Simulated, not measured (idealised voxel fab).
process module | voxel released beams
cross-section cut | 165 nm wide | cells 5 nm
A cross-section is a grid of square cells, given in bands from the top down. A band is one or more rows of cells.
Each band's line starts with the height of the band's top and of its bottom, in nm. Then come its materials from left to right, each with its width in nm. One material with "throughout" fills the band from edge to edge. "air" is empty space.
Height 0 is the level under which the wafer as received is all one material. The lowest band goes on downwards, as in "0 down".
A width such as "30 to 40" changes by the same amount from each row of cells to the next, from the band's top row to its bottom row.
"no change" after a step means that no cell of the cross-section changed.
closed voids: empty space of 8 cells or more with no open way to the top, each as width x height at its distance from the left edge, in nm
after a step's settings: what the simulator itself notes on the step
overlay nm, on a step with a mask: how far to the right of its planned place the mask lay; to the left if negative
plan
1 op RECEIVE | material Si
2 op CONFORMAL_DEP | material SiN | thk nm 5
3 op DIRECTIONAL_DEP | material SiO2 | thk nm 20
4 op MASKED_ETCH | tone open | mask id ANCHOR | width nm 35 | etch materials SiO2 | depth nm 20 | overlay nm 0
5 op CONFORMAL_DEP | material polySi | thk nm 15
6 op MASKED_ETCH | tone cover | mask id BEAM | width nm 95 | etch materials polySi | depth nm 15 | overlay nm 0
7 op STRIP | etch materials SiO2
first wafer, as planned
as received, after step 1
  0 down: Si throughout
  closed voids: none
after step 2
  5 to 0: SiN throughout
  below 0: unchanged
after step 3
  25 to 5: SiO2 throughout
  below 5: unchanged
after step 4
  25 to 5: SiO2 35 | air 35 | SiO2 95
  below 5: unchanged
after step 5
  40 to 25: polySi 50 | air 5 | polySi 110
  25 to 20: SiO2 35 | polySi 15 | air 5 | polySi 15 | SiO2 95
  20 to 5: SiO2 35 | polySi 35 | SiO2 95
  below 5: unchanged
after step 6
  40 to 25: air 30 | polySi 20 | air 5 | polySi 70 | air 40
  below 25: unchanged
after step 7
  40 to 25: air 30 | polySi 20 | air 5 | polySi 70 | air 40
  25 to 20: air 35 | polySi 15 | air 5 | polySi 15 | air 95
  20 to 5: air 35 | polySi 35 | air 95
  below 5: unchanged
second wafer: like start, like plan, one mistake. Through step 3 it matches the first wafer
when step 4 should have ended
  25 to 5: SiO2 25 | air 35 | SiO2 105
  below 5: unchanged
when step 5 should have ended
  40 to 25: polySi 40 | air 5 | polySi 120
  25 to 20: SiO2 25 | polySi 15 | air 5 | polySi 15 | SiO2 105
  20 to 5: SiO2 25 | polySi 35 | SiO2 105
  below 5: unchanged
when step 6 should have ended
  40 to 25: air 30 | polySi 10 | air 5 | polySi 80 | air 40
  below 25: unchanged
when step 7 should have ended
  40 to 25: air 30 | polySi 10 | air 5 | polySi 80 | air 40
  25 to 20: air 25 | polySi 15 | air 5 | polySi 15 | air 105
  20 to 5: air 25 | polySi 35 | air 105
  below 5: unchanged
what went wrong: step 4 ran as: op MASKED_ETCH | tone open | mask id ANCHOR | width nm 35 | etch materials SiO2 | depth nm 20 | overlay nm -10
at the end the second wafer has, in cells: as many of each material as the first, in other places
